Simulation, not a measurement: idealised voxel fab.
The name of this process module is voxel self aligned vias.
Shown is cross-section cut, with a width of 225 nm and square cells of size 5 nm.
For the purposes of this document, a cross-section shall be understood as a grid of square cells, specified as bands listed in top-to-bottom order, each band consisting of one or more rows of cells.
Look at the band entry: it leads with the top's height and the bottom's height in nm. Then it lists the materials left to right, with a width in nm for each. The word "edge to edge" on a single material says that material fills the band edge to edge. The word "blank" is empty space.
Convention: height 0 is the level below which the wafer, as received, is all one material. The lowest band does not terminate at the bottom but continues downward, represented as "top 0, no bottom".
Note: "30 to 40" means the width goes from the first number (top row of the band) to the second number (bottom row) in equal steps per row of cells.
No cell of the cross-section changed in a step that is given as "no alteration".
Basically, "Non-vented voids" tells you about the enclosed voids: empty spaces with no open way to the top, 8 cells or bigger, each written width x height at distance, where distance is from the left edge, all in nm.
That trailing text on a step's line, after the settings, is the simulator's own remark on the step.
The "overlay nm" setting may appear on a step's line; for a step that uses a mask, it gives how far to the right of its planned position the mask lay, and a negative value indicates the left.
Each pair of cross-sections that follows straddles one process step: the one shows the state before the step, the other the state after it, down to the lowest band that changed and no further. The step in question, and its settings, are given under the pair. Note that a pair is not necessarily a continuation of the pair above it, since pairs can come from different runs of this module on the same starting wafer; it is a continuation only where its entry headed "Pre-process" says so.

PRE-PROCESS
* top 40, bottom 20: SiO2 edge to edge
* top 20, bottom 15: SiCN edge to edge
* top 15, bottom 0: SiO2 edge to edge
* top 0, no bottom: Si edge to edge
* Non-vented voids: none

CUT VIEW, POST-STEP
* top 55, bottom 40: resist (30)  blank (30)  resist (35)  blank (30)  resist (35)  blank (30)  resist (35)
* For the remainder of the cross-section, below 40, there is no change.
* Non-vented voids: none
Quick note on the step between the two cross-sections above: PATTERN,tone open,mask id LINES,material resist,width nm 30,pitch nm 65,thk nm 15,overlay nm 0

Pre-process: check the pair just above; its after cross-section is our before state.

CUT VIEW, POST-STEP
* top 55, bottom 40: resist (30)  blank (30)  resist (35)  blank (30)  resist (35)  blank (30)  resist (35)
* top 40, bottom 20: SiO2 (30)  blank (30)  SiO2 (35)  blank (30)  SiO2 (35)  blank (30)  SiO2 (35)
* For the remainder of the cross-section, below 20, there is no change.
* Non-vented voids: none
Quick note on the step between the two cross-sections above: DIRECTIONAL_ETCH,etch materials SiO2,depth nm 20

Pre-process: check the pair just above; its after cross-section is our before state.

CUT VIEW, POST-STEP
* top 40, bottom 20: SiO2 (30)  blank (30)  SiO2 (35)  blank (30)  SiO2 (35)  blank (30)  SiO2 (35)
* For the remainder of the cross-section, below 20, there is no change.
* Non-vented voids: none
Quick note on the step between the two cross-sections above: STRIP,etch materials resist

Pre-process: check the pair just above; its after cross-section is our before state.

CUT VIEW, POST-STEP
* top 45, bottom 40: TiN (35)  blank (20)  TiN (45)  blank (20)  TiN (45)  blank (20)  TiN (40)
* top 40, bottom 25: SiO2 (30)  TiN (5)  blank (20)  TiN (5)  SiO2 (35)  TiN (5)  blank (20)  TiN (5)  SiO2 (35)  TiN (5)  blank (20)  TiN (5)  SiO2 (35)
* top 25, bottom 20: SiO2 (30)  TiN (30)  SiO2 (35)  TiN (30)  SiO2 (35)  TiN (30)  SiO2 (35)
* For the remainder of the cross-section, below 20, there is no change.
* Non-vented voids: none
Quick note on the step between the two cross-sections above: CONFORMAL_DEP,material TiN,thk nm 5

Pre-process: check the pair just above; its after cross-section is our before state.

CUT VIEW, POST-STEP
* top 55, bottom 45: Ru edge to edge
* top 45, bottom 40: TiN (35)  Ru (20)  TiN (45)  Ru (20)  TiN (45)  Ru (20)  TiN (40)
* top 40, bottom 25: SiO2 (30)  TiN (5)  Ru (20)  TiN (5)  SiO2 (35)  TiN (5)  Ru (20)  TiN (5)  SiO2 (35)  TiN (5)  Ru (20)  TiN (5)  SiO2 (35)
* For the remainder of the cross-section, below 25, there is no change.
* Non-vented voids: none
Quick note on the step between the two cross-sections above: FILL_DEP,material Ru,thk nm 10

Pre-process: check the pair just above; its after cross-section is our before state.

CUT VIEW, POST-STEP
* top 35, bottom 25: SiO2 (30)  TiN (5)  Ru (20)  TiN (5)  SiO2 (35)  TiN (5)  Ru (20)  TiN (5)  SiO2 (35)  TiN (5)  Ru (20)  TiN (5)  SiO2 (35)
* For the remainder of the cross-section, below 25, there is no change.
* Non-vented voids: none
Quick note on the step between the two cross-sections above: CMP,height nm 35

Pre-process: check the pair just above; its after cross-section is our before state.

CUT VIEW, POST-STEP
* top 35, bottom 30: SiO2 (30)  blank (30)  SiO2 (35)  blank (30)  SiO2 (35)  blank (30)  SiO2 (35)
* For the remainder of the cross-section, below 30, there is no change.
* Non-vented voids: none
Quick note on the step between the two cross-sections above: SELECTIVE_ETCH,etch materials W Ru TiN,depth nm 5

Pre-process: check the pair just above; its after cross-section is our before state.

CUT VIEW, POST-STEP
* top 40, bottom 35: SiN edge to edge
* top 35, bottom 30: SiO2 (30)  SiN (30)  SiO2 (35)  SiN (30)  SiO2 (35)  SiN (30)  SiO2 (35)
* For the remainder of the cross-section, below 30, there is no change.
* Non-vented voids: none
Quick note on the step between the two cross-sections above: FILL_DEP,material SiN,thk nm 5

Pre-process: check the pair just above; its after cross-section is our before state.

CUT VIEW, POST-STEP
* top 35, bottom 30: SiO2 (30)  SiN (30)  SiO2 (35)  SiN (30)  SiO2 (35)  SiN (30)  SiO2 (35)
* For the remainder of the cross-section, below 30, there is no change.
* Non-vented voids: none
Quick note on the step between the two cross-sections above: CMP,height nm 35

Pre-process: check the pair just above; its after cross-section is our before state.

CUT VIEW, POST-STEP
* top 50, bottom 35: SiO2 edge to edge
* For the remainder of the cross-section, below 35, there is no change.
* Non-vented voids: none
Quick note on the step between the two cross-sections above: DIRECTIONAL_DEP,material SiO2,thk nm 15

Pre-process: check the pair just above; its after cross-section is our before state.

CUT VIEW, POST-STEP
* top 65, bottom 50: resist (25)  blank (40)  resist (25)  blank (40)  resist (25)  blank (40)  resist (30)
* For the remainder of the cross-section, below 50, there is no change.
* Non-vented voids: none
Quick note on the step between the two cross-sections above: PATTERN,tone open,mask id VIAS,material resist,width nm 40,pitch nm 65,thk nm 15,overlay nm 0

Pre-process: check the pair just above; its after cross-section is our before state.

CUT VIEW, POST-STEP
* top 65, bottom 50: resist (25)  blank (40)  resist (25)  blank (40)  resist (25)  blank (40)  resist (30)
* top 50, bottom 35: SiO2 (25)  blank (40)  SiO2 (25)  blank (40)  SiO2 (25)  blank (40)  SiO2 (30)
* For the remainder of the cross-section, below 35, there is no change.
* Non-vented voids: none
Quick note on the step between the two cross-sections above: DIRECTIONAL_ETCH,etch materials SiO2,depth nm 15

Pre-process: check the pair just above; its after cross-section is our before state.

CUT VIEW, POST-STEP
* top 65, bottom 50: resist (25)  blank (40)  resist (25)  blank (40)  resist (25)  blank (40)  resist (30)
* top 50, bottom 35: SiO2 (25)  blank (40)  SiO2 (25)  blank (40)  SiO2 (25)  blank (40)  SiO2 (30)
* top 35, bottom 30: SiO2 (30)  blank (30)  SiO2 (35)  blank (30)  SiO2 (35)  blank (30)  SiO2 (35)
* For the remainder of the cross-section, below 30, there is no change.
* Non-vented voids: none
Quick note on the step between the two cross-sections above: DIRECTIONAL_ETCH,etch materials SiN,depth nm 5

Pre-process: check the pair just above; its after cross-section is our before state.

CUT VIEW, POST-STEP
* top 50, bottom 35: SiO2 (25)  blank (40)  SiO2 (25)  blank (40)  SiO2 (25)  blank (40)  SiO2 (30)
* For the remainder of the cross-section, below 35, there is no change.
* Non-vented voids: none
Quick note on the step between the two cross-sections above: STRIP,etch materials resist

Pre-process: check the pair just above; its after cross-section is our before state.

CUT VIEW, POST-STEP
* top 55, bottom 50: TiN (30)  blank (30)  TiN (35)  blank (30)  TiN (35)  blank (30)  TiN (35)
* top 50, bottom 40: SiO2 (25)  TiN (5)  blank (30)  TiN (5)  SiO2 (25)  TiN (5)  blank (30)  TiN (5)  SiO2 (25)  TiN (5)  blank (30)  TiN (5)  SiO2 (30)
* top 40, bottom 35: SiO2 (25)  TiN (10)  blank (20)  TiN (10)  SiO2 (25)  TiN (10)  blank (20)  TiN (10)  SiO2 (25)  TiN (10)  blank (20)  TiN (10)  SiO2 (30)
* top 35, bottom 30: SiO2 (30)  TiN (30)  SiO2 (35)  TiN (30)  SiO2 (35)  TiN (30)  SiO2 (35)
* For the remainder of the cross-section, below 30, there is no change.
* Non-vented voids: none
Quick note on the step between the two cross-sections above: CONFORMAL_DEP,material TiN,thk nm 5

Pre-process: check the pair just above; its after cross-section is our before state.

CUT VIEW, POST-STEP
* top 60, bottom 55: Cu edge to edge
* top 55, bottom 50: TiN (30)  Cu (30)  TiN (35)  Cu (30)  TiN (35)  Cu (30)  TiN (35)
* top 50, bottom 40: SiO2 (25)  TiN (5)  Cu (30)  TiN (5)  SiO2 (25)  TiN (5)  Cu (30)  TiN (5)  SiO2 (25)  TiN (5)  Cu (30)  TiN (5)  SiO2 (30)
* top 40, bottom 35: SiO2 (25)  TiN (10)  Cu (20)  TiN (10)  SiO2 (25)  TiN (10)  Cu (20)  TiN (10)  SiO2 (25)  TiN (10)  Cu (20)  TiN (10)  SiO2 (30)
* For the remainder of the cross-section, below 35, there is no change.
* Non-vented voids: none
Quick note on the step between the two cross-sections above: FILL_DEP,material Cu,thk nm 5

Pre-process: check the pair just above; its after cross-section is our before state.

CUT VIEW, POST-STEP
* top 50, bottom 40: SiO2 (25)  TiN (5)  Cu (30)  TiN (5)  SiO2 (25)  TiN (5)  Cu (30)  TiN (5)  SiO2 (25)  TiN (5)  Cu (30)  TiN (5)  SiO2 (30)
* For the remainder of the cross-section, below 40, there is no change.
* Non-vented voids: none
Quick note on the step between the two cross-sections above: CMP,height nm 50

Pre-process: check the pair just above; its after cross-section is our before state.

CUT VIEW, POST-STEP
* top 55, bottom 50: SiCN edge to edge
* For the remainder of the cross-section, below 50, there is no change.
* Non-vented voids: none
Quick note on the step between the two cross-sections above: CONFORMAL_DEP,material SiCN,thk nm 5

PRE-PROCESS
* top 50, bottom 35: SiO2 edge to edge
* top 35, bottom 30: SiO2 (30)  SiN (30)  SiO2 (35)  SiN (30)  SiO2 (35)  SiN (30)  SiO2 (35)
* top 30, bottom 20: SiO2 (30)  TiN (5)  Ru (20)  TiN (5)  SiO2 (35)  TiN (5)  Ru (20)  TiN (5)  SiO2 (35)  TiN (5)  Ru (20)  TiN (5)  SiO2 (35)
* top 20, bottom 15: SiO2 (30)  TiN (30)  SiO2 (35)  TiN (30)  SiO2 (35)  TiN (30)  SiO2 (35)
* top 15, bottom 10: SiCN edge to edge
* top 10, bottom 0: SiO2 edge to edge
* top 0, no bottom: Si edge to edge
* Non-vented voids: none

CUT VIEW, POST-STEP
* top 65, bottom 50: resist (30)  blank (30)  resist (35)  blank (30)  resist (35)  blank (30)  resist (35)
* For the remainder of the cross-section, below 50, there is no change.
* Non-vented voids: none
Quick note on the step between the two cross-sections above: PATTERN,tone open,mask id VIAS,material resist,width nm 30,pitch nm 65,thk nm 15,overlay nm 0

Pre-process: check the pair just above; its after cross-section is our before state.

CUT VIEW, POST-STEP
* top 65, bottom 50: resist (30)  blank (30)  resist (35)  blank (30)  resist (35)  blank (30)  resist (35)
* top 50, bottom 35: SiO2 (30)  blank (30)  SiO2 (35)  blank (30)  SiO2 (35)  blank (30)  SiO2 (35)
* For the remainder of the cross-section, below 35, there is no change.
* Non-vented voids: none
Quick note on the step between the two cross-sections above: DIRECTIONAL_ETCH,etch materials SiO2,depth nm 15

Pre-process: check the pair just above; its after cross-section is our before state.

CUT VIEW, POST-STEP
* top 65, bottom 50: resist (30)  blank (30)  resist (35)  blank (30)  resist (35)  blank (30)  resist (35)
* top 50, bottom 30: SiO2 (30)  blank (30)  SiO2 (35)  blank (30)  SiO2 (35)  blank (30)  SiO2 (35)
* For the remainder of the cross-section, below 30, there is no change.
* Non-vented voids: none
Quick note on the step between the two cross-sections above: DIRECTIONAL_ETCH,etch materials SiN,depth nm 5

Pre-process: check the pair just above; its after cross-section is our before state.

CUT VIEW, POST-STEP
* top 50, bottom 30: SiO2 (30)  blank (30)  SiO2 (35)  blank (30)  SiO2 (35)  blank (30)  SiO2 (35)
* For the remainder of the cross-section, below 30, there is no change.
* Non-vented voids: none
Quick note on the step between the two cross-sections above: STRIP,etch materials resist

Pre-process: check the pair just above; its after cross-section is our before state.

CUT VIEW, POST-STEP
* top 55, bottom 50: TiN (35)  blank (20)  TiN (45)  blank (20)  TiN (45)  blank (20)  TiN (40)
* top 50, bottom 35: SiO2 (30)  TiN (5)  blank (20)  TiN (5)  SiO2 (35)  TiN (5)  blank (20)  TiN (5)  SiO2 (35)  TiN (5)  blank (20)  TiN (5)  SiO2 (35)
* top 35, bottom 30: SiO2 (30)  TiN (30)  SiO2 (35)  TiN (30)  SiO2 (35)  TiN (30)  SiO2 (35)
* For the remainder of the cross-section, below 30, there is no change.
* Non-vented voids: none
Quick note on the step between the two cross-sections above: CONFORMAL_DEP,material TiN,thk nm 5

Pre-process: check the pair just above; its after cross-section is our before state.

CUT VIEW, POST-STEP
* top 60, bottom 55: Cu edge to edge
* top 55, bottom 50: TiN (35)  Cu (20)  TiN (45)  Cu (20)  TiN (45)  Cu (20)  TiN (40)
* top 50, bottom 35: SiO2 (30)  TiN (5)  Cu (20)  TiN (5)  SiO2 (35)  TiN (5)  Cu (20)  TiN (5)  SiO2 (35)  TiN (5)  Cu (20)  TiN (5)  SiO2 (35)
* For the remainder of the cross-section, below 35, there is no change.
* Non-vented voids: none
Quick note on the step between the two cross-sections above: FILL_DEP,material Cu,thk nm 5

Pre-process: check the pair just above; its after cross-section is our before state.

CUT VIEW, POST-STEP
* top 50, bottom 35: SiO2 (30)  TiN (5)  Cu (20)  TiN (5)  SiO2 (35)  TiN (5)  Cu (20)  TiN (5)  SiO2 (35)  TiN (5)  Cu (20)  TiN (5)  SiO2 (35)
* For the remainder of the cross-section, below 35, there is no change.
* Non-vented voids: none
Quick note on the step between the two cross-sections above: CMP,height nm 50

Pre-process: check the pair just above; its after cross-section is our before state.

CUT VIEW, POST-STEP
* top 55, bottom 50: SiCN edge to edge
* For the remainder of the cross-section, below 50, there is no change.
* Non-vented voids: none
Quick note on the step between the two cross-sections above: CONFORMAL_DEP,material SiCN,thk nm 5

PRE-PROCESS
* top 35, bottom 15: SiO2 edge to edge
* top 15, bottom 10: SiCN edge to edge
* top 10, bottom 0: SiO2 edge to edge
* top 0, no bottom: Si edge to edge
* Non-vented voids: none

CUT VIEW, POST-STEP
* top 50, bottom 35: resist (20)  blank (30)  resist (35)  blank (30)  resist (35)  blank (30)  resist (45)
* For the remainder of the cross-section, below 35, there is no change.
* Non-vented voids: none
Quick note on the step between the two cross-sections above: PATTERN,tone open,mask id LINES,material resist,width nm 30,pitch nm 65,thk nm 15,overlay nm -10

Pre-process: check the pair just above; its after cross-section is our before state.

CUT VIEW, POST-STEP
* top 50, bottom 35: resist (20)  blank (30)  resist (35)  blank (30)  resist (35)  blank (30)  resist (45)
* top 35, bottom 15: SiO2 (20)  blank (30)  SiO2 (35)  blank (30)  SiO2 (35)  blank (30)  SiO2 (45)
* For the remainder of the cross-section, below 15, there is no change.
* Non-vented voids: none
Quick note on the step between the two cross-sections above: DIRECTIONAL_ETCH,etch materials SiO2,depth nm 20

Pre-process: check the pair just above; its after cross-section is our before state.

CUT VIEW, POST-STEP
* top 35, bottom 15: SiO2 (20)  blank (30)  SiO2 (35)  blank (30)  SiO2 (35)  blank (30)  SiO2 (45)
* For the remainder of the cross-section, below 15, there is no change.
* Non-vented voids: none
Quick note on the step between the two cross-sections above: STRIP,etch materials resist

Pre-process: check the pair just above; its after cross-section is our before state.

CUT VIEW, POST-STEP
* top 40, bottom 35: TiN (25)  blank (20)  TiN (45)  blank (20)  TiN (45)  blank (20)  TiN (50)
* top 35, bottom 20: SiO2 (20)  TiN (5)  blank (20)  TiN (5)  SiO2 (35)  TiN (5)  blank (20)  TiN (5)  SiO2 (35)  TiN (5)  blank (20)  TiN (5)  SiO2 (45)
* top 20, bottom 15: SiO2 (20)  TiN (30)  SiO2 (35)  TiN (30)  SiO2 (35)  TiN (30)  SiO2 (45)
* For the remainder of the cross-section, below 15, there is no change.
* Non-vented voids: none
Quick note on the step between the two cross-sections above: CONFORMAL_DEP,material TiN,thk nm 5

Pre-process: check the pair just above; its after cross-section is our before state.

CUT VIEW, POST-STEP
* top 50, bottom 40: Ru edge to edge
* top 40, bottom 35: TiN (25)  Ru (20)  TiN (45)  Ru (20)  TiN (45)  Ru (20)  TiN (50)
* top 35, bottom 20: SiO2 (20)  TiN (5)  Ru (20)  TiN (5)  SiO2 (35)  TiN (5)  Ru (20)  TiN (5)  SiO2 (35)  TiN (5)  Ru (20)  TiN (5)  SiO2 (45)
* For the remainder of the cross-section, below 20, there is no change.
* Non-vented voids: none
Quick note on the step between the two cross-sections above: FILL_DEP,material Ru,thk nm 10

Pre-process: check the pair just above; its after cross-section is our before state.

CUT VIEW, POST-STEP
* top 35, bottom 20: SiO2 (20)  TiN (5)  Ru (20)  TiN (5)  SiO2 (35)  TiN (5)  Ru (20)  TiN (5)  SiO2 (35)  TiN (5)  Ru (20)  TiN (5)  SiO2 (45)
* For the remainder of the cross-section, below 20, there is no change.
* Non-vented voids: none
Quick note on the step between the two cross-sections above: CMP,height nm 35

Pre-process: check the pair just above; its after cross-section is our before state.

CUT VIEW, POST-STEP
* top 35, bottom 30: SiO2 (20)  blank (30)  SiO2 (35)  blank (30)  SiO2 (35)  blank (30)  SiO2 (45)
* For the remainder of the cross-section, below 30, there is no change.
* Non-vented voids: none
Quick note on the step between the two cross-sections above: SELECTIVE_ETCH,etch materials W Ru TiN,depth nm 5

Pre-process: check the pair just above; its after cross-section is our before state.

CUT VIEW, POST-STEP
* top 40, bottom 35: SiN edge to edge
* top 35, bottom 30: SiO2 (20)  SiN (30)  SiO2 (35)  SiN (30)  SiO2 (35)  SiN (30)  SiO2 (45)
* For the remainder of the cross-section, below 30, there is no change.
* Non-vented voids: none
Quick note on the step between the two cross-sections above: FILL_DEP,material SiN,thk nm 5

Pre-process: check the pair just above; its after cross-section is our before state.

CUT VIEW, POST-STEP
* top 35, bottom 30: SiO2 (20)  SiN (30)  SiO2 (35)  SiN (30)  SiO2 (35)  SiN (30)  SiO2 (45)
* For the remainder of the cross-section, below 30, there is no change.
* Non-vented voids: none
Quick note on the step between the two cross-sections above: CMP,height nm 35

Pre-process: check the pair just above; its after cross-section is our before state.

CUT VIEW, POST-STEP
* top 50, bottom 35: SiO2 edge to edge
* For the remainder of the cross-section, below 35, there is no change.
* Non-vented voids: none
Quick note on the step between the two cross-sections above: DIRECTIONAL_DEP,material SiO2,thk nm 15

Pre-process: check the pair just above; its after cross-section is our before state.

CUT VIEW, POST-STEP
* top 65, bottom 50: resist (25)  blank (40)  resist (25)  blank (40)  resist (25)  blank (40)  resist (30)
* For the remainder of the cross-section, below 50, there is no change.
* Non-vented voids: none
Quick note on the step between the two cross-sections above: PATTERN,tone open,mask id VIAS,material resist,width nm 40,pitch nm 65,thk nm 15,overlay nm 0

Pre-process: check the pair just above; its after cross-section is our before state.

CUT VIEW, POST-STEP
* top 65, bottom 50: resist (25)  blank (40)  resist (25)  blank (40)  resist (25)  blank (40)  resist (30)
* top 50, bottom 35: SiO2 (25)  blank (40)  SiO2 (25)  blank (40)  SiO2 (25)  blank (40)  SiO2 (30)
* For the remainder of the cross-section, below 35, there is no change.
* Non-vented voids: none
Quick note on the step between the two cross-sections above: DIRECTIONAL_ETCH,etch materials SiO2,depth nm 15

Pre-process: check the pair just above; its after cross-section is our before state.

CUT VIEW, POST-STEP
* top 65, bottom 50: resist (25)  blank (40)  resist (25)  blank (40)  resist (25)  blank (40)  resist (30)
* top 50, bottom 35: SiO2 (25)  blank (40)  SiO2 (25)  blank (40)  SiO2 (25)  blank (40)  SiO2 (30)
* top 35, bottom 30: SiO2 (20)  SiN (5)  blank (25)  SiO2 (35)  SiN (5)  blank (25)  SiO2 (35)  SiN (5)  blank (25)  SiO2 (45)
* For the remainder of the cross-section, below 30, there is no change.
* Non-vented voids: none
Quick note on the step between the two cross-sections above: DIRECTIONAL_ETCH,etch materials SiN,depth nm 5

Pre-process: check the pair just above; its after cross-section is our before state.

CUT VIEW, POST-STEP
* top 50, bottom 35: SiO2 (25)  blank (40)  SiO2 (25)  blank (40)  SiO2 (25)  blank (40)  SiO2 (30)
* For the remainder of the cross-section, below 35, there is no change.
* Non-vented voids: none
Quick note on the step between the two cross-sections above: STRIP,etch materials resist

Pre-process: check the pair just above; its after cross-section is our before state.

CUT VIEW, POST-STEP
* top 55, bottom 50: TiN (30)  blank (30)  TiN (35)  blank (30)  TiN (35)  blank (30)  TiN (35)
* top 50, bottom 40: SiO2 (25)  TiN (5)  blank (30)  TiN (5)  SiO2 (25)  TiN (5)  blank (30)  TiN (5)  SiO2 (25)  TiN (5)  blank (30)  TiN (5)  SiO2 (30)
* top 40, bottom 35: SiO2 (25)  TiN (5)  blank (15)  TiN (20)  SiO2 (25)  TiN (5)  blank (15)  TiN (20)  SiO2 (25)  TiN (5)  blank (15)  TiN (20)  SiO2 (30)
* top 35, bottom 30: SiO2 (20)  SiN (5)  TiN (25)  SiO2 (35)  SiN (5)  TiN (25)  SiO2 (35)  SiN (5)  TiN (25)  SiO2 (45)
* For the remainder of the cross-section, below 30, there is no change.
* Non-vented voids: none
Quick note on the step between the two cross-sections above: CONFORMAL_DEP,material TiN,thk nm 5

Pre-process: check the pair just above; its after cross-section is our before state.

CUT VIEW, POST-STEP
* top 60, bottom 55: Cu edge to edge
* top 55, bottom 50: TiN (30)  Cu (30)  TiN (35)  Cu (30)  TiN (35)  Cu (30)  TiN (35)
* top 50, bottom 40: SiO2 (25)  TiN (5)  Cu (30)  TiN (5)  SiO2 (25)  TiN (5)  Cu (30)  TiN (5)  SiO2 (25)  TiN (5)  Cu (30)  TiN (5)  SiO2 (30)
* top 40, bottom 35: SiO2 (25)  TiN (5)  Cu (15)  TiN (20)  SiO2 (25)  TiN (5)  Cu (15)  TiN (20)  SiO2 (25)  TiN (5)  Cu (15)  TiN (20)  SiO2 (30)
* For the remainder of the cross-section, below 35, there is no change.
* Non-vented voids: none
Quick note on the step between the two cross-sections above: FILL_DEP,material Cu,thk nm 5

Pre-process: check the pair just above; its after cross-section is our before state.

CUT VIEW, POST-STEP
* top 50, bottom 40: SiO2 (25)  TiN (5)  Cu (30)  TiN (5)  SiO2 (25)  TiN (5)  Cu (30)  TiN (5)  SiO2 (25)  TiN (5)  Cu (30)  TiN (5)  SiO2 (30)
* For the remainder of the cross-section, below 40, there is no change.
* Non-vented voids: none
Quick note on the step between the two cross-sections above: CMP,height nm 50

Pre-process: check the pair just above; its after cross-section is our before state.

CUT VIEW, POST-STEP
* top 55, bottom 50: SiCN edge to edge
* For the remainder of the cross-section, below 50, there is no change.
* Non-vented voids: none
Quick note on the step between the two cross-sections above: CONFORMAL_DEP,material SiCN,thk nm 5

PRE-PROCESS
* top 35, bottom 15: SiO2 (30)  blank (30)  SiO2 (35)  blank (30)  SiO2 (35)  blank (30)  SiO2 (35)
* top 15, bottom 10: SiCN edge to edge
* top 10, bottom 0: SiO2 edge to edge
* top 0, no bottom: Si edge to edge
* Non-vented voids: none

CUT VIEW, POST-STEP
* top 40, bottom 20: SiO2 (35)  blank (20)  SiO2 (45)  blank (20)  SiO2 (45)  blank (20)  SiO2 (40)
* top 20, bottom 15: SiO2 edge to edge
* For the remainder of the cross-section, below 15, there is no change.
* Non-vented voids: none
Quick note on the step between the two cross-sections above: CONFORMAL_DEP,material SiO2,thk nm 5

Pre-process: check the pair just above; its after cross-section is our before state.

CUT VIEW, POST-STEP
* top 50, bottom 40: Ru edge to edge
* top 40, bottom 20: SiO2 (35)  Ru (20)  SiO2 (45)  Ru (20)  SiO2 (45)  Ru (20)  SiO2 (40)
* For the remainder of the cross-section, below 20, there is no change.
* Non-vented voids: none
Quick note on the step between the two cross-sections above: FILL_DEP,material Ru,thk nm 10

Pre-process: check the pair just above; its after cross-section is our before state.

CUT VIEW, POST-STEP
* top 35, bottom 20: SiO2 (35)  Ru (20)  SiO2 (45)  Ru (20)  SiO2 (45)  Ru (20)  SiO2 (40)
* For the remainder of the cross-section, below 20, there is no change.
* Non-vented voids: none
Quick note on the step between the two cross-sections above: CMP,height nm 35

Pre-process: check the pair just above; its after cross-section is our before state.

CUT VIEW, POST-STEP
* top 35, bottom 30: SiO2 (35)  blank (20)  SiO2 (45)  blank (20)  SiO2 (45)  blank (20)  SiO2 (40)
* For the remainder of the cross-section, below 30, there is no change.
* Non-vented voids: none
Quick note on the step between the two cross-sections above: SELECTIVE_ETCH,etch materials W Ru TiN,depth nm 5

Pre-process: check the pair just above; its after cross-section is our before state.

CUT VIEW, POST-STEP
* top 40, bottom 35: SiN edge to edge
* top 35, bottom 30: SiO2 (35)  SiN (20)  SiO2 (45)  SiN (20)  SiO2 (45)  SiN (20)  SiO2 (40)
* For the remainder of the cross-section, below 30, there is no change.
* Non-vented voids: none
Quick note on the step between the two cross-sections above: FILL_DEP,material SiN,thk nm 5

Pre-process: check the pair just above; its after cross-section is our before state.

CUT VIEW, POST-STEP
* top 35, bottom 30: SiO2 (35)  SiN (20)  SiO2 (45)  SiN (20)  SiO2 (45)  SiN (20)  SiO2 (40)
* For the remainder of the cross-section, below 30, there is no change.
* Non-vented voids: none
Quick note on the step between the two cross-sections above: CMP,height nm 35

Pre-process: check the pair just above; its after cross-section is our before state.

CUT VIEW, POST-STEP
* top 50, bottom 35: SiO2 edge to edge
* For the remainder of the cross-section, below 35, there is no change.
* Non-vented voids: none
Quick note on the step between the two cross-sections above: DIRECTIONAL_DEP,material SiO2,thk nm 15

Pre-process: check the pair just above; its after cross-section is our before state.

CUT VIEW, POST-STEP
* top 65, bottom 50: resist (25)  blank (40)  resist (25)  blank (40)  resist (25)  blank (40)  resist (30)
* For the remainder of the cross-section, below 50, there is no change.
* Non-vented voids: none
Quick note on the step between the two cross-sections above: PATTERN,tone open,mask id VIAS,material resist,width nm 40,pitch nm 65,thk nm 15,overlay nm 0

Pre-process: check the pair just above; its after cross-section is our before state.

CUT VIEW, POST-STEP
* top 65, bottom 50: resist (25)  blank (40)  resist (25)  blank (40)  resist (25)  blank (40)  resist (30)
* top 50, bottom 35: SiO2 (25)  blank (40)  SiO2 (25)  blank (40)  SiO2 (25)  blank (40)  SiO2 (30)
* For the remainder of the cross-section, below 35, there is no change.
* Non-vented voids: none
Quick note on the step between the two cross-sections above: DIRECTIONAL_ETCH,etch materials SiO2,depth nm 15

Pre-process: check the pair just above; its after cross-section is our before state.

CUT VIEW, POST-STEP
* top 65, bottom 50: resist (25)  blank (40)  resist (25)  blank (40)  resist (25)  blank (40)  resist (30)
* top 50, bottom 35: SiO2 (25)  blank (40)  SiO2 (25)  blank (40)  SiO2 (25)  blank (40)  SiO2 (30)
* top 35, bottom 30: SiO2 (35)  blank (20)  SiO2 (45)  blank (20)  SiO2 (45)  blank (20)  SiO2 (40)
* For the remainder of the cross-section, below 30, there is no change.
* Non-vented voids: none
Quick note on the step between the two cross-sections above: DIRECTIONAL_ETCH,etch materials SiN,depth nm 5

Pre-process: check the pair just above; its after cross-section is our before state.

CUT VIEW, POST-STEP
* top 50, bottom 35: SiO2 (25)  blank (40)  SiO2 (25)  blank (40)  SiO2 (25)  blank (40)  SiO2 (30)
* For the remainder of the cross-section, below 35, there is no change.
* Non-vented voids: none
Quick note on the step between the two cross-sections above: STRIP,etch materials resist

Pre-process: check the pair just above; its after cross-section is our before state.

CUT VIEW, POST-STEP
* top 55, bottom 50: TiN (30)  blank (30)  TiN (35)  blank (30)  TiN (35)  blank (30)  TiN (35)
* top 50, bottom 40: SiO2 (25)  TiN (5)  blank (30)  TiN (5)  SiO2 (25)  TiN (5)  blank (30)  TiN (5)  SiO2 (25)  TiN (5)  blank (30)  TiN (5)  SiO2 (30)
* top 40, bottom 35: SiO2 (25)  TiN (15)  blank (10)  TiN (15)  SiO2 (25)  TiN (15)  blank (10)  TiN (15)  SiO2 (25)  TiN (15)  blank (10)  TiN (15)  SiO2 (30)
* top 35, bottom 30: SiO2 (35)  TiN (20)  SiO2 (45)  TiN (20)  SiO2 (45)  TiN (20)  SiO2 (40)
* For the remainder of the cross-section, below 30, there is no change.
* Non-vented voids: none
Quick note on the step between the two cross-sections above: CONFORMAL_DEP,material TiN,thk nm 5

Pre-process: check the pair just above; its after cross-section is our before state.

CUT VIEW, POST-STEP
* top 60, bottom 55: Cu edge to edge
* top 55, bottom 50: TiN (30)  Cu (30)  TiN (35)  Cu (30)  TiN (35)  Cu (30)  TiN (35)
* top 50, bottom 40: SiO2 (25)  TiN (5)  Cu (30)  TiN (5)  SiO2 (25)  TiN (5)  Cu (30)  TiN (5)  SiO2 (25)  TiN (5)  Cu (30)  TiN (5)  SiO2 (30)
* top 40, bottom 35: SiO2 (25)  TiN (15)  Cu (10)  TiN (15)  SiO2 (25)  TiN (15)  Cu (10)  TiN (15)  SiO2 (25)  TiN (15)  Cu (10)  TiN (15)  SiO2 (30)
* For the remainder of the cross-section, below 35, there is no change.
* Non-vented voids: none
Quick note on the step between the two cross-sections above: FILL_DEP,material Cu,thk nm 5

Pre-process: check the pair just above; its after cross-section is our before state.

CUT VIEW, POST-STEP
* top 50, bottom 40: SiO2 (25)  TiN (5)  Cu (30)  TiN (5)  SiO2 (25)  TiN (5)  Cu (30)  TiN (5)  SiO2 (25)  TiN (5)  Cu (30)  TiN (5)  SiO2 (30)
* For the remainder of the cross-section, below 40, there is no change.
* Non-vented voids: none
Quick note on the step between the two cross-sections above: CMP,height nm 50

Pre-process: check the pair just above; its after cross-section is our before state.

CUT VIEW, POST-STEP
* top 55, bottom 50: SiCN edge to edge
* For the remainder of the cross-section, below 50, there is no change.
* Non-vented voids: none
Quick note on the step between the two cross-sections above: CONFORMAL_DEP,material SiCN,thk nm 5
